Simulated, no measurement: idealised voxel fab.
Documented hereafter: the process module known as voxel tone inversion.
Square cell edge 5 nm, section width 300 nm, ID cut.
We lay out every cross-section as a grid of square cells and spell it out in bands from the top down, where one band means one or more rows of cells. Within each band entry, the heights of the top and of the bottom of the band appear first, in that order and in nm; the materials of the band then follow from left to right, each with its corresponding width in nm. The designation "edge to edge" on a single material indicates that it fills the band from edge to edge; the designation "air" indicates empty space. For the purposes of this specification, 0 denotes the height below which the wafer in its as-received condition is composed wholly of one material, and the lowermost band, lacking a lower limit, extends downward without end, as expressed in "0 and below". Read "30->40" as a graded width: first number on top, second number at the bottom, same change between each pair of neighbouring rows. "identical to before" -> step changed no cross-section cell. Entry "Enclosed internal voids" = empty spaces >= 8 cells with no open way to the top; each as width x height at distance, distance from left edge, all nm. Step line, after settings: the simulator's comment on this step. The line of a step may include "overlay nm". On a step with a mask, this value is how far to the right of its planned place the mask lay. A negative value means the mask lay to the left.

-- Process steps (planned)
1) RECEIVE | material Si
2) CONFORMAL_DEP | material SiN | thk nm 5
3) DIRECTIONAL_DEP | material polySi | thk nm 15
4) PATTERN | tone cover | mask id POSTS | material resist | width nm 15 | pitch nm 40 | thk nm 20 | overlay nm 0
5) DIRECTIONAL_ETCH | etch materials polySi | depth nm 15
6) STRIP | etch materials resist
7) FILL_DEP | material SiO2 | thk nm 10
8) CMP | height nm 20
9) STRIP | etch materials polySi
10) CONFORMAL_DEP | material TiN | thk nm 5
11) FILL_DEP | material Ru | thk nm 10
12) CMP | height nm 20
13) CONFORMAL_DEP | material SiN | thk nm 5
The plan's step 4 width nm is the first wafer's value; the wafers differ in this setting and start identical.

-- As received, i.e. after step 1: cross-section through the first of several wafers
    0 and below = Si edge to edge
    Enclosed internal voids: none

-- End of module, by wafer: material-by-material cell gain (+) or loss (-) since receipt, then closed voids
width nm 15 | +6 Ru | +120 SiN | +153 SiO2 | +21 TiN | Enclosed internal voids: none
width nm 20 | +12 Ru | +120 SiN | +144 SiO2 | +24 TiN | Enclosed internal voids: none
width nm 25 | +18 Ru | +120 SiN | +135 SiO2 | +27 TiN | Enclosed internal voids: none
